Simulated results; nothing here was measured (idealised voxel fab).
Title: Process Module voxel lift off
We display cut, a cross-section 250 nm in width whose square cells are each 5 nm.
Throughout this document, each cross-section is represented as a grid of square cells and is presented as a sequence of bands enumerated from the top downward, where a band comprises one or more rows of cells.
Top, bottom (nm), then materials left to right with widths (nm); lone material tagged "full width" fills the whole band edge to edge; "air" = empty space.
Height is counted from the level 0, under which the received wafer is composed throughout of one material. The lowest of the bands is not closed at the bottom but continues downward, in the notation "from 0 down".
A two-number width, for instance "30..40", indicates that the width is equal to the first number in the top row of the band and to the second number in the bottom row, and that it changes by a constant amount per row of cells.
"stayed the same" for a step: no cell of the cross-section changed in that step.
Closed-off voids: empty space of 8 cells or more with no open way to the top, each as width x height at its distance from the left edge, in nm
On a step's line, text after the settings is the simulator commenting on that step.
A step line may carry the setting "overlay nm", which, for steps involving a mask, states the distance by which the mask lay to the right of its intended position; negative values denote displacement to the left.

Here's what the planned process steps look like
1) RECEIVE (material Si)
2) CONFORMAL_DEP (material SiO2; thk nm 10)
3) PATTERN (tone open; mask id LINES; material resist; width nm 15; pitch nm 40; thk nm 25; overlay nm 0)
4) DIRECTIONAL_DEP (material Ru; thk nm 15)
5) STRIP (etch materials resist)
6) CONFORMAL_DEP (material SiO2; thk nm 5)
Keep in mind the plan's value for the width nm of step 3 comes from the first wafer; the wafers don't share that setting, but they do share the same starting point.

So this is the first of several wafers, cross-sectioned as it came to us, meaning it's at the end of step 1
from 0 down = Si full width
Closed-off voids: none

First of several wafers, sectioned at end of module (last step: step 6)
from 30 to 25 = air 50 | SiO2 25 | air 15 | SiO2 25 | air 15 | SiO2 25 | air 15 | SiO2 25 | air 55
from 25 to 15 = air 50 | SiO2 5 | Ru 15 | SiO2 5 | air 15 | SiO2 5 | Ru 15 | SiO2 5 | air 15 | SiO2 5 | Ru 15 | SiO2 5 | air 15 | SiO2 5 | Ru 15 | SiO2 5 | air 55
from 15 to 10 = SiO2 55 | Ru 15 | SiO2 25 | Ru 15 | SiO2 25 | Ru 15 | SiO2 25 | Ru 15 | SiO2 60
from 10 to 0 = SiO2 full width
from 0 down = Si full width
Closed-off voids: none

A cross-section through the last wafer at the close of the module
from 30 to 25 = air 45 | SiO2 35 | air 5 | SiO2 35 | air 5 | SiO2 35 | air 5 | SiO2 35 | air 50
from 25 to 15 = air 45 | SiO2 5 | Ru 25 | SiO2 5 | air 5 | SiO2 5 | Ru 25 | SiO2 5 | air 5 | SiO2 5 | Ru 25 | SiO2 5 | air 5 | SiO2 5 | Ru 25 | SiO2 5 | air 50
from 15 to 10 = SiO2 50 | Ru 25 | SiO2 15 | Ru 25 | SiO2 15 | Ru 25 | SiO2 15 | Ru 25 | SiO2 55
from 10 to 0 = SiO2 full width
from 0 down = Si full width
Closed-off voids: none

wafer rows; end of module; cells per material since receipt: (+) gained, (-) lost; then closed voids
width nm 15 | +36 Ru | +174 SiO2 | Closed-off voids: none
width nm 20 | +48 Ru | +174 SiO2 | Closed-off voids: none
width nm 25 | +60 Ru | +174 SiO2 | Closed-off voids: none
